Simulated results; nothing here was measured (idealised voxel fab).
process module | voxel lift off
cross-section cut | 190 nm wide | cells 5 nm
A cross-section is a grid of square cells, given in bands from the top down. A band is one or more rows of cells.
Each band's line starts with the height of the band's top and of its bottom, in nm. Then come its materials from left to right, each with its width in nm. One material with "throughout" fills the band from edge to edge. "air" is empty space.
Height 0 is the level under which the wafer as received is all one material. The lowest band goes on downwards, as in "0 down".
A width such as "30 to 40" changes by the same amount from each row of cells to the next, from the band's top row to its bottom row.
"no change" after a step means that no cell of the cross-section changed.
closed voids: empty space of 8 cells or more with no open way to the top, each as width x height at its distance from the left edge, in nm
after a step's settings: what the simulator itself notes on the step
overlay nm, on a step with a mask: how far to the right of its planned place the mask lay; to the left if negative
plan
1 op RECEIVE | material Si
2 op CONFORMAL_DEP | material Al2O3 | thk nm 5
3 op PATTERN | tone open | mask id LINES | material resist | width nm 30 | pitch nm 55 | thk nm 20 | overlay nm 0
4 op DIRECTIONAL_DEP | material Ru | thk nm 10
5 op STRIP | etch materials resist
6 op CONFORMAL_DEP | material SiCN | thk nm 5
as received, after step 1
  0 down: Si throughout
  closed voids: none
a wafer at the end: this start, this plan, one mistake
  30 to 25: air 45 | SiCN 40 | air 15 | SiCN 40 | air 50
  25 to 20: air 45 | SiCN 5 | Ru 30 | SiCN 5 | air 15 | SiCN 5 | Ru 30 | SiCN 5 | air 50
  20 to 15: SiCN 50 | Ru 30 | SiCN 25 | Ru 30 | SiCN 55
  15 to 0: Al2O3 throughout
  0 down: Si throughout
  closed voids: none
what went wrong: step 2 ran as: op CONFORMAL_DEP | material Al2O3 | thk nm 15
